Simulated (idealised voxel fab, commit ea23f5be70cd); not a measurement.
process module | voxel transistor to metal
cross-section cut | 155 nm wide | cells 5 nm
A cross-section is a grid of square cells, given in bands from the top down. A band is one or more rows of cells.
Each band's line starts with the height of the band's top and of its bottom, in nm. Then come its materials from left to right, each with its width in nm. One material with "throughout" fills the band from edge to edge. "air" is empty space.
Height 0 is the level under which the wafer as received is all one material. The lowest band goes on downwards, as in "0 down".
A width such as "30 to 40" changes by the same amount from each row of cells to the next, from the band's top row to its bottom row.
"no change" after a step means that no cell of the cross-section changed.
closed voids: empty space of 8 cells or more with no open way to the top, each as width x height at its distance from the left edge, in nm
after a step's settings: what the simulator itself notes on the step
overlay nm, on a step with a mask: how far to the right of its planned place the mask lay; to the left if negative
plan
1 op RECEIVE | material Si
2 op OXIDIZE | depth nm 5
3 op CONFORMAL_DEP | material SiN | thk nm 10
4 op MASKED_ETCH | tone cover | mask id ACTIVE | width nm 120 | etch materials SiN | depth nm 10 | overlay nm 0
5 op MASKED_ETCH | tone cover | mask id ACTIVE | width nm 120 | etch materials SiO2 | depth nm 5 | overlay nm 0
6 op MASKED_ETCH | tone cover | mask id ACTIVE | width nm 120 | etch materials Si | depth nm 20 | overlay nm 0
7 op FILL_DEP | material SiO2 | thk nm 15
8 op CMP | height nm 10
9 op SELECTIVE_ETCH | etch materials SiO2 | depth nm 10
10 op STRIP | etch materials SiN
11 op SELECTIVE_ETCH | etch materials SiO2 | depth nm 5
12 op OXIDIZE | depth nm 5
13 op DIRECTIONAL_DEP | material polySi | thk nm 20
14 op DIRECTIONAL_DEP | material SiCN | thk nm 10
15 op MASKED_ETCH | tone cover | mask id GATE | width nm 30 | etch materials SiCN | depth nm 20 | overlay nm 0
16 op MASKED_ETCH | tone cover | mask id GATE | width nm 30 | etch materials polySi | depth nm 30 | overlay nm 0
17 op CONFORMAL_DEP | material SiN | thk nm 10
18 op DIRECTIONAL_ETCH | etch materials SiN | depth nm 10
19 op DIRECTIONAL_ETCH | etch materials SiO2 | depth nm 5
20 op EPI | material pSi | thk nm 5
21 op FILL_DEP | material SiO2 | thk nm 5
22 op CMP | height nm 15
23 op STRIP | etch materials polySi
24 op SELECTIVE_ETCH | etch materials SiO2 | depth nm 5
25 op CONFORMAL_DEP | material HfO2 | thk nm 5
26 op CONFORMAL_DEP | material TiN | thk nm 5
27 op FILL_DEP | material W | thk nm 10
28 op CMP | height nm 10
29 op DIRECTIONAL_DEP | material SiO2 | thk nm 15
30 op PATTERN | tone open | mask id CONTACT | material resist | width nm 20 | pitch nm 80 | thk nm 15 | overlay nm 0
31 op DIRECTIONAL_ETCH | etch materials SiO2 | depth nm 30
32 op STRIP | etch materials resist
33 op CONFORMAL_DEP | material TiN | thk nm 5
34 op FILL_DEP | material W | thk nm 5
35 op CMP | height nm 25
36 op DIRECTIONAL_DEP | material TiN | thk nm 5
37 op DIRECTIONAL_DEP | material Ru | thk nm 20
38 op PATTERN | tone cover | mask id METAL_1 | material resist | width nm 20 | pitch nm 80 | thk nm 15 | overlay nm 0
39 op DIRECTIONAL_ETCH | etch materials Ru | depth nm 20
40 op DIRECTIONAL_ETCH | etch materials TiN | depth nm 5
41 op STRIP | etch materials resist
42 op FILL_DEP | material lowk | thk nm 5
43 op CMP | height nm 50
44 op CONFORMAL_DEP | material SiCN | thk nm 5
first wafer, as planned
as received, after step 1
  0 down: Si throughout
  closed voids: none
after step 2
  0 to -5: SiO2 throughout
  below -5: unchanged
after step 3
  10 to 0: SiN throughout
  below 0: unchanged
after step 4
  10 to 0: air 15 | SiN 120 | air 20
  below 0: unchanged
after step 5
  10 to 0: air 15 | SiN 120 | air 20
  0 to -5: air 15 | SiO2 120 | air 20
  below -5: unchanged
after step 6
  10 to 0: air 15 | SiN 120 | air 20
  0 to -5: air 15 | SiO2 120 | air 20
  -5 to -25: air 15 | Si 120 | air 20
  below -25: unchanged
after step 7
  25 to 10: SiO2 throughout
  10 to 0: SiO2 15 | SiN 120 | SiO2 20
  0 to -5: SiO2 throughout
  -5 to -25: SiO2 15 | Si 120 | SiO2 20
  below -25: unchanged
after step 8
  10 to 0: SiO2 15 | SiN 120 | SiO2 20
  below 0: unchanged
after step 9
  10 to 0: air 15 | SiN 120 | air 20
  below 0: unchanged
after step 10
  0 to -5: SiO2 throughout
  below -5: unchanged
after step 11
  -5 to -25: SiO2 15 | Si 120 | SiO2 20
  below -25: unchanged
after step 12
  -5 to -10: SiO2 throughout
  below -10: unchanged
after step 13
  15 to -5: polySi throughout
  below -5: unchanged
after step 14
  25 to 15: SiCN throughout
  below 15: unchanged
after step 15
  25 to 15: air 60 | SiCN 30 | air 65
  below 15: unchanged
after step 16
  25 to 15: air 60 | SiCN 30 | air 65
  15 to -5: air 60 | polySi 30 | air 65
  below -5: unchanged
after step 17
  35 to 25: air 50 | SiN 50 | air 55
  25 to 15: air 50 | SiN 10 | SiCN 30 | SiN 10 | air 55
  15 to 5: air 50 | SiN 10 | polySi 30 | SiN 10 | air 55
  5 to -5: SiN 60 | polySi 30 | SiN 65
  below -5: unchanged
after step 18
  25 to 15: air 50 | SiN 10 | SiCN 30 | SiN 10 | air 55
  15 to -5: air 50 | SiN 10 | polySi 30 | SiN 10 | air 55
  below -5: unchanged
after step 19
  25 to 15: air 50 | SiN 10 | SiCN 30 | SiN 10 | air 55
  15 to -5: air 50 | SiN 10 | polySi 30 | SiN 10 | air 55
  -5 to -10: air 50 | SiO2 50 | air 55
  below -10: unchanged
after step 20
  25 to 15: air 50 | SiN 10 | SiCN 30 | SiN 10 | air 55
  15 to -5: air 50 | SiN 10 | polySi 30 | SiN 10 | air 55
  -5 to -10: air 10 | pSi 40 | SiO2 50 | pSi 40 | air 15
  below -10: unchanged
after step 21
  30 to 25: SiO2 throughout
  25 to 15: SiO2 50 | SiN 10 | SiCN 30 | SiN 10 | SiO2 55
  15 to -5: SiO2 50 | SiN 10 | polySi 30 | SiN 10 | SiO2 55
  -5 to -10: SiO2 10 | pSi 40 | SiO2 50 | pSi 40 | SiO2 15
  below -10: unchanged
after step 22
  15 to -5: SiO2 50 | SiN 10 | polySi 30 | SiN 10 | SiO2 55
  below -5: unchanged
after step 23
  15 to -5: SiO2 50 | SiN 10 | air 30 | SiN 10 | SiO2 55
  below -5: unchanged
after step 24
  15 to 10: air 50 | SiN 10 | air 30 | SiN 10 | air 55
  10 to -5: SiO2 50 | SiN 10 | air 30 | SiN 10 | SiO2 55
  -5 to -10: SiO2 10 | pSi 40 | SiO2 5 | air 40 | SiO2 5 | pSi 40 | SiO2 15
  below -10: unchanged
after step 25
  20 to 15: air 45 | HfO2 20 | air 20 | HfO2 20 | air 50
  15 to 10: HfO2 50 | SiN 10 | HfO2 5 | air 20 | HfO2 5 | SiN 10 | HfO2 55
  10 to -5: SiO2 50 | SiN 10 | HfO2 5 | air 20 | HfO2 5 | SiN 10 | SiO2 55
  -5 to -10: SiO2 10 | pSi 40 | SiO2 5 | HfO2 40 | SiO2 5 | pSi 40 | SiO2 15
  below -10: unchanged
after step 26
  25 to 20: air 40 | TiN 30 | air 10 | TiN 30 | air 45
  20 to 15: TiN 45 | HfO2 20 | TiN 5 | air 10 | TiN 5 | HfO2 20 | TiN 50
  15 to 10: HfO2 50 | SiN 10 | HfO2 5 | TiN 5 | air 10 | TiN 5 | HfO2 5 | SiN 10 | HfO2 55
  10 to 0: SiO2 50 | SiN 10 | HfO2 5 | TiN 5 | air 10 | TiN 5 | HfO2 5 | SiN 10 | SiO2 55
  0 to -5: SiO2 50 | SiN 10 | HfO2 5 | TiN 20 | HfO2 5 | SiN 10 | SiO2 55
  below -5: unchanged
after step 27
  35 to 25: W throughout
  25 to 20: W 40 | TiN 30 | W 10 | TiN 30 | W 45
  20 to 15: TiN 45 | HfO2 20 | TiN 5 | W 10 | TiN 5 | HfO2 20 | TiN 50
  15 to 10: HfO2 50 | SiN 10 | HfO2 5 | TiN 5 | W 10 | TiN 5 | HfO2 5 | SiN 10 | HfO2 55
  10 to 0: SiO2 50 | SiN 10 | HfO2 5 | TiN 5 | W 10 | TiN 5 | HfO2 5 | SiN 10 | SiO2 55
  below 0: unchanged
after step 28
  10 to 0: SiO2 50 | SiN 10 | HfO2 5 | TiN 5 | W 10 | TiN 5 | HfO2 5 | SiN 10 | SiO2 55
  below 0: unchanged
after step 29
  25 to 10: SiO2 throughout
  below 10: unchanged
after step 30
  40 to 25: resist 25 | air 20 | resist 60 | air 20 | resist 30
  below 25: unchanged
after step 31
  40 to 25: resist 25 | air 20 | resist 60 | air 20 | resist 30
  25 to 10: SiO2 25 | air 20 | SiO2 60 | air 20 | SiO2 30
  10 to 0: SiO2 25 | air 20 | SiO2 5 | SiN 10 | HfO2 5 | TiN 5 | W 10 | TiN 5 | HfO2 5 | SiN 10 | SiO2 5 | air 20 | SiO2 30
  0 to -5: SiO2 25 | air 20 | SiO2 5 | SiN 10 | HfO2 5 | TiN 20 | HfO2 5 | SiN 10 | SiO2 5 | air 20 | SiO2 30
  below -5: unchanged
after step 32
  25 to 10: SiO2 25 | air 20 | SiO2 60 | air 20 | SiO2 30
  below 10: unchanged
after step 33
  30 to 25: TiN 30 | air 10 | TiN 70 | air 10 | TiN 35
  25 to 10: SiO2 25 | TiN 5 | air 10 | TiN 5 | SiO2 60 | TiN 5 | air 10 | TiN 5 | SiO2 30
  10 to 0: SiO2 25 | TiN 5 | air 10 | TiN 5 | SiO2 5 | SiN 10 | HfO2 5 | TiN 5 | W 10 | TiN 5 | HfO2 5 | SiN 10 | SiO2 5 | TiN 5 | air 10 | TiN 5 | SiO2 30
  0 to -5: SiO2 25 | TiN 20 | SiO2 5 | SiN 10 | HfO2 5 | TiN 20 | HfO2 5 | SiN 10 | SiO2 5 | TiN 20 | SiO2 30
  below -5: unchanged
after step 34
  35 to 30: W throughout
  30 to 25: TiN 30 | W 10 | TiN 70 | W 10 | TiN 35
  25 to 10: SiO2 25 | TiN 5 | W 10 | TiN 5 | SiO2 60 | TiN 5 | W 10 | TiN 5 | SiO2 30
  10 to 0: SiO2 25 | TiN 5 | W 10 | TiN 5 | SiO2 5 | SiN 10 | HfO2 5 | TiN 5 | W 10 | TiN 5 | HfO2 5 | SiN 10 | SiO2 5 | TiN 5 | W 10 | TiN 5 | SiO2 30
  below 0: unchanged
after step 35
  25 to 10: SiO2 25 | TiN 5 | W 10 | TiN 5 | SiO2 60 | TiN 5 | W 10 | TiN 5 | SiO2 30
  below 10: unchanged
after step 36
  30 to 25: TiN throughout
  below 25: unchanged
after step 37
  50 to 30: Ru throughout
  below 30: unchanged
after step 38
  65 to 50: air 25 | resist 20 | air 60 | resist 20 | air 30
  below 50: unchanged
after step 39
  65 to 50: air 25 | resist 20 | air 60 | resist 20 | air 30
  50 to 30: air 25 | Ru 20 | air 60 | Ru 20 | air 30
  below 30: unchanged
after step 40
  65 to 50: air 25 | resist 20 | air 60 | resist 20 | air 30
  50 to 30: air 25 | Ru 20 | air 60 | Ru 20 | air 30
  30 to 25: air 25 | TiN 20 | air 60 | TiN 20 | air 30
  below 25: unchanged
after step 41
  50 to 30: air 25 | Ru 20 | air 60 | Ru 20 | air 30
  below 30: unchanged
after step 42
  55 to 50: lowk throughout
  50 to 30: lowk 25 | Ru 20 | lowk 60 | Ru 20 | lowk 30
  30 to 25: lowk 25 | TiN 20 | lowk 60 | TiN 20 | lowk 30
  below 25: unchanged
after step 43
  50 to 30: lowk 25 | Ru 20 | lowk 60 | Ru 20 | lowk 30
  below 30: unchanged
after step 44
  55 to 50: SiCN throughout
  below 50: unchanged
second wafer: like start, like plan, one mistake. Through step 24 it matches the first wafer
when step 25 should have ended
  20 to 15: air 45 | TiN 20 | air 20 | TiN 20 | air 50
  15 to 10: TiN 50 | SiN 10 | TiN 5 | air 20 | TiN 5 | SiN 10 | TiN 55
  10 to -5: SiO2 50 | SiN 10 | TiN 5 | air 20 | TiN 5 | SiN 10 | SiO2 55
  -5 to -10: SiO2 10 | pSi 40 | SiO2 5 | TiN 40 | SiO2 5 | pSi 40 | SiO2 15
  below -10: unchanged
when step 26 should have ended
  25 to 20: air 40 | TiN 30 | air 10 | TiN 30 | air 45
  20 to 15: TiN 70 | air 10 | TiN 75
  15 to 10: TiN 50 | SiN 10 | TiN 10 | air 10 | TiN 10 | SiN 10 | TiN 55
  10 to 0: SiO2 50 | SiN 10 | TiN 10 | air 10 | TiN 10 | SiN 10 | SiO2 55
  0 to -5: SiO2 50 | SiN 10 | TiN 30 | SiN 10 | SiO2 55
  below -5: unchanged
when step 27 should have ended
  35 to 25: W throughout
  25 to 20: W 40 | TiN 30 | W 10 | TiN 30 | W 45
  20 to 15: TiN 70 | W 10 | TiN 75
  15 to 10: TiN 50 | SiN 10 | TiN 10 | W 10 | TiN 10 | SiN 10 | TiN 55
  10 to 0: SiO2 50 | SiN 10 | TiN 10 | W 10 | TiN 10 | SiN 10 | SiO2 55
  below 0: unchanged
when step 28 should have ended
  10 to 0: SiO2 50 | SiN 10 | TiN 10 | W 10 | TiN 10 | SiN 10 | SiO2 55
  below 0: unchanged
when step 29 should have ended
  25 to 10: SiO2 throughout
  below 10: unchanged
when step 30 should have ended
  40 to 25: resist 25 | air 20 | resist 60 | air 20 | resist 30
  below 25: unchanged
when step 31 should have ended
  40 to 25: resist 25 | air 20 | resist 60 | air 20 | resist 30
  25 to 10: SiO2 25 | air 20 | SiO2 60 | air 20 | SiO2 30
  10 to 0: SiO2 25 | air 20 | SiO2 5 | SiN 10 | TiN 10 | W 10 | TiN 10 | SiN 10 | SiO2 5 | air 20 | SiO2 30
  0 to -5: SiO2 25 | air 20 | SiO2 5 | SiN 10 | TiN 30 | SiN 10 | SiO2 5 | air 20 | SiO2 30
  below -5: unchanged
when step 32 should have ended
  25 to 10: SiO2 25 | air 20 | SiO2 60 | air 20 | SiO2 30
  below 10: unchanged
when step 33 should have ended
  30 to 25: TiN 30 | air 10 | TiN 70 | air 10 | TiN 35
  25 to 10: SiO2 25 | TiN 5 | air 10 | TiN 5 | SiO2 60 | TiN 5 | air 10 | TiN 5 | SiO2 30
  10 to 0: SiO2 25 | TiN 5 | air 10 | TiN 5 | SiO2 5 | SiN 10 | TiN 10 | W 10 | TiN 10 | SiN 10 | SiO2 5 | TiN 5 | air 10 | TiN 5 | SiO2 30
  0 to -5: SiO2 25 | TiN 20 | SiO2 5 | SiN 10 | TiN 30 | SiN 10 | SiO2 5 | TiN 20 | SiO2 30
  below -5: unchanged
when step 34 should have ended
  35 to 30: W throughout
  30 to 25: TiN 30 | W 10 | TiN 70 | W 10 | TiN 35
  25 to 10: SiO2 25 | TiN 5 | W 10 | TiN 5 | SiO2 60 | TiN 5 | W 10 | TiN 5 | SiO2 30
  10 to 0: SiO2 25 | TiN 5 | W 10 | TiN 5 | SiO2 5 | SiN 10 | TiN 10 | W 10 | TiN 10 | SiN 10 | SiO2 5 | TiN 5 | W 10 | TiN 5 | SiO2 30
  below 0: unchanged
when step 35 should have ended
  25 to 10: SiO2 25 | TiN 5 | W 10 | TiN 5 | SiO2 60 | TiN 5 | W 10 | TiN 5 | SiO2 30
  below 10: unchanged
when step 36 should have ended
  30 to 25: TiN throughout
  below 25: unchanged
when step 37 should have ended
  50 to 30: Ru throughout
  below 30: unchanged
when step 38 should have ended
  65 to 50: air 25 | resist 20 | air 60 | resist 20 | air 30
  below 50: unchanged
when step 39 should have ended
  65 to 50: air 25 | resist 20 | air 60 | resist 20 | air 30
  50 to 30: air 25 | Ru 20 | air 60 | Ru 20 | air 30
  below 30: unchanged
when step 40 should have ended
  65 to 50: air 25 | resist 20 | air 60 | resist 20 | air 30
  50 to 30: air 25 | Ru 20 | air 60 | Ru 20 | air 30
  30 to 25: air 25 | TiN 20 | air 60 | TiN 20 | air 30
  below 25: unchanged
when step 41 should have ended
  50 to 30: air 25 | Ru 20 | air 60 | Ru 20 | air 30
  below 30: unchanged
when step 42 should have ended
  55 to 50: lowk throughout
  50 to 30: lowk 25 | Ru 20 | lowk 60 | Ru 20 | lowk 30
  30 to 25: lowk 25 | TiN 20 | lowk 60 | TiN 20 | lowk 30
  below 25: unchanged
when step 43 should have ended
  50 to 30: lowk 25 | Ru 20 | lowk 60 | Ru 20 | lowk 30
  below 30: unchanged
when step 44 should have ended
  55 to 50: SiCN throughout
  below 50: unchanged
what went wrong: step 25 ran as: op CONFORMAL_DEP | material TiN | thk nm 5
at the end the second wafer has, in cells: 14 fewer of HfO2 | 14 more of TiN
